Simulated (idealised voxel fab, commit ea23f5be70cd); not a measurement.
You're looking at the process module voxel gate over fins.
We display cut, a cross-section 145 nm in width whose square cells are each 5 nm.
Reading order for cross-sections: top band down to bottom band. Underlying form: a grid of square cells. Band size: one or more rows of cells. Within each band entry, the heights of the top and of the bottom of the band appear first, in that order and in nm; the materials of the band then follow from left to right, each with its corresponding width in nm. The designation "everywhere" on a single material indicates that it fills the band from edge to edge; the designation "empty" indicates empty space. Ref level 0: as-received wafer is one material below here. Bottom band extends down with no lower bound ("top 0, no bottom"). The expression "30 to 40" gives the width at the extremes of the band, the first number at its top row of cells and the second at its bottom row, with the width changing by equal amounts from each row to the next in between. Key: "nothing changed" - step with no changed cell in the cross-section. "Closed cavities": empty spaces of 8 cells or more with no open way to the top, each given as width x height at distance, distance from the left edge, all in nm. That trailing text on a step's line, after the settings, is the simulator's own remark on the step. On any step carrying a mask, the "overlay nm" setting, if present on the step's line, tells how far right of its planned place the mask lay; negative values point to the left.

-- Process steps foreseen in the plan
- 1: RECEIVE | material Si
- 2: CONFORMAL_DEP | material SiN | thk nm 5
- 3: MASKED_ETCH | tone cover | mask id FINS | width nm 15 | pitch nm 35 | etch materials SiN | depth nm 5 | overlay nm 0
- 4: MASKED_ETCH | tone cover | mask id FINS | width nm 15 | pitch nm 35 | etch materials Si | depth nm 30 | overlay nm 0
- 5: FILL_DEP | material SiO2 | thk nm 10
- 6: CMP | height nm 5
- 7: SELECTIVE_ETCH | etch materials SiO2 | depth nm 20
- 8: STRIP | etch materials SiN
- 9: CONFORMAL_DEP | material HfO2 | thk nm 5
- 10: CONFORMAL_DEP | material TiN | thk nm 5
- 11: CONFORMAL_DEP | material TiAl | thk nm 5
- 12: CONFORMAL_DEP | material TiN | thk nm 5
- 13: FILL_DEP | material W | thk nm 10
- 14: CMP | height nm 25
- 15: CONFORMAL_DEP | material SiN | thk nm 5

-- The first wafer of two, processed as planned

-- Cross-section: wafer on arrival = after step 1
    top 0, no bottom | Si everywhere
    Closed cavities: none

-- Cross-section of the wafer subsequent to step 2
    top 5, bottom 0 | SiN everywhere
    Unchanged below 0.

-- Cross-section of the wafer subsequent to step 3
    top 5, bottom 0 | empty: 45, SiN: 15, empty: 20, SiN: 15, empty: 50
    Unchanged below 0.

-- Cross-section of the wafer subsequent to step 4
    top 5, bottom 0 | empty: 45, SiN: 15, empty: 20, SiN: 15, empty: 50
    top 0, bottom -30 | empty: 45, Si: 15, empty: 20, Si: 15, empty: 50
    Unchanged below -30.

-- Cross-section of the wafer subsequent to step 5
    top 15, bottom 5 | SiO2 everywhere
    top 5, bottom 0 | SiO2: 45, SiN: 15, SiO2: 20, SiN: 15, SiO2: 50
    top 0, bottom -30 | SiO2: 45, Si: 15, SiO2: 20, Si: 15, SiO2: 50
    Unchanged below -30.

-- Cross-section of the wafer subsequent to step 6
    top 5, bottom 0 | SiO2: 45, SiN: 15, SiO2: 20, SiN: 15, SiO2: 50
    Unchanged below 0.

-- Cross-section of the wafer subsequent to step 7
    top 5, bottom 0 | empty: 45, SiN: 15, empty: 20, SiN: 15, empty: 50
    top 0, bottom -15 | empty: 45, Si: 15, empty: 20, Si: 15, empty: 50
    Unchanged below -15.

-- Cross-section of the wafer subsequent to step 8
    top 0, bottom -15 | empty: 45, Si: 15, empty: 20, Si: 15, empty: 50
    Unchanged below -15.

-- Cross-section of the wafer subsequent to step 9
    top 5, bottom 0 | empty: 40, HfO2: 25, empty: 10, HfO2: 25, empty: 45
    top 0, bottom -10 | empty: 40, HfO2: 5, Si: 15, HfO2: 5, empty: 10, HfO2: 5, Si: 15, HfO2: 5, empty: 45
    top -10, bottom -15 | HfO2: 45, Si: 15, HfO2: 20, Si: 15, HfO2: 50
    Unchanged below -15.

-- Cross-section of the wafer subsequent to step 10
    top 10, bottom 5 | empty: 35, TiN: 70, empty: 40
    top 5, bottom 0 | empty: 35, TiN: 5, HfO2: 25, TiN: 10, HfO2: 25, TiN: 5, empty: 40
    top 0, bottom -5 | empty: 35, TiN: 5, HfO2: 5, Si: 15, HfO2: 5, TiN: 10, HfO2: 5, Si: 15, HfO2: 5, TiN: 5, empty: 40
    top -5, bottom -10 | TiN: 40, HfO2: 5, Si: 15, HfO2: 5, TiN: 10, HfO2: 5, Si: 15, HfO2: 5, TiN: 45
    Unchanged below -10.

-- Cross-section of the wafer subsequent to step 11
    top 15, bottom 10 | empty: 30, TiAl: 80, empty: 35
    top 10, bottom 5 | empty: 30, TiAl: 5, TiN: 70, TiAl: 5, empty: 35
    top 5, bottom 0 | empty: 30, TiAl: 5, TiN: 5, HfO2: 25, TiN: 10, HfO2: 25, TiN: 5, TiAl: 5, empty: 35
    top 0, bottom -5 | TiAl: 35, TiN: 5, HfO2: 5, Si: 15, HfO2: 5, TiN: 10, HfO2: 5, Si: 15, HfO2: 5, TiN: 5, TiAl: 40
    Unchanged below -5.

-- Cross-section of the wafer subsequent to step 12
    top 20, bottom 15 | empty: 25, TiN: 90, empty: 30
    top 15, bottom 10 | empty: 25, TiN: 5, TiAl: 80, TiN: 5, empty: 30
    top 10, bottom 5 | empty: 25, TiN: 5, TiAl: 5, TiN: 70, TiAl: 5, TiN: 5, empty: 30
    top 5, bottom 0 | TiN: 30, TiAl: 5, TiN: 5, HfO2: 25, TiN: 10, HfO2: 25, TiN: 5, TiAl: 5, TiN: 35
    Unchanged below 0.

-- Cross-section of the wafer subsequent to step 13
    top 30, bottom 20 | W everywhere
    top 20, bottom 15 | W: 25, TiN: 90, W: 30
    top 15, bottom 10 | W: 25, TiN: 5, TiAl: 80, TiN: 5, W: 30
    top 10, bottom 5 | W: 25, TiN: 5, TiAl: 5, TiN: 70, TiAl: 5, TiN: 5, W: 30
    Unchanged below 5.

-- Cross-section of the wafer subsequent to step 14
    top 25, bottom 20 | W everywhere
    Unchanged below 20.

-- Cross-section of the wafer subsequent to step 15
    top 30, bottom 25 | SiN everywhere
    Unchanged below 25.

-- The second wafer was prepared from the same starting point and under the same plan as the first; its processing contained one mistake, and it remains indistinguishable from the first wafer up to and including step 8

-- Second wafer, cut view, end of step 9 per plan
    top 5, bottom 0 | empty: 40, TiN: 25, empty: 10, TiN: 25, empty: 45
    top 0, bottom -10 | empty: 40, TiN: 5, Si: 15, TiN: 5, empty: 10, TiN: 5, Si: 15, TiN: 5, empty: 45
    top -10, bottom -15 | TiN: 45, Si: 15, TiN: 20, Si: 15, TiN: 50
    Unchanged below -15.

-- Second wafer, cut view, end of step 10 per plan
    top 10, bottom 5 | empty: 35, HfO2: 70, empty: 40
    top 5, bottom 0 | empty: 35, HfO2: 5, TiN: 25, HfO2: 10, TiN: 25, HfO2: 5, empty: 40
    top 0, bottom -5 | empty: 35, HfO2: 5, TiN: 5, Si: 15, TiN: 5, HfO2: 10, TiN: 5, Si: 15, TiN: 5, HfO2: 5, empty: 40
    top -5, bottom -10 | HfO2: 40, TiN: 5, Si: 15, TiN: 5, HfO2: 10, TiN: 5, Si: 15, TiN: 5, HfO2: 45
    Unchanged below -10.

-- Second wafer, cut view, end of step 11 per plan
    top 15, bottom 10 | empty: 30, TiAl: 80, empty: 35
    top 10, bottom 5 | empty: 30, TiAl: 5, HfO2: 70, TiAl: 5, empty: 35
    top 5, bottom 0 | empty: 30, TiAl: 5, HfO2: 5, TiN: 25, HfO2: 10, TiN: 25, HfO2: 5, TiAl: 5, empty: 35
    top 0, bottom -5 | TiAl: 35, HfO2: 5, TiN: 5, Si: 15, TiN: 5, HfO2: 10, TiN: 5, Si: 15, TiN: 5, HfO2: 5, TiAl: 40
    Unchanged below -5.

-- Second wafer, cut view, end of step 12 per plan
    top 20, bottom 15 | empty: 25, TiN: 90, empty: 30
    top 15, bottom 10 | empty: 25, TiN: 5, TiAl: 80, TiN: 5, empty: 30
    top 10, bottom 5 | empty: 25, TiN: 5, TiAl: 5, HfO2: 70, TiAl: 5, TiN: 5, empty: 30
    top 5, bottom 0 | TiN: 30, TiAl: 5, HfO2: 5, TiN: 25, HfO2: 10, TiN: 25, HfO2: 5, TiAl: 5, TiN: 35
    Unchanged below 0.

-- Second wafer, cut view, end of step 13 per plan
    top 30, bottom 20 | W everywhere
    top 20, bottom 15 | W: 25, TiN: 90, W: 30
    top 15, bottom 10 | W: 25, TiN: 5, TiAl: 80, TiN: 5, W: 30
    top 10, bottom 5 | W: 25, TiN: 5, TiAl: 5, HfO2: 70, TiAl: 5, TiN: 5, W: 30
    Unchanged below 5.

-- Second wafer, cut view, end of step 14 per plan
    top 25, bottom 20 | W everywhere
    Unchanged below 20.

-- Second wafer, cut view, end of step 15 per plan
    top 30, bottom 25 | SiN everywhere
    Unchanged below 25.
Diagnosis: transposition of steps 9 and 10 relative to the planned sequence
End check, second vs first wafer: material counts in cells match, positions do not.
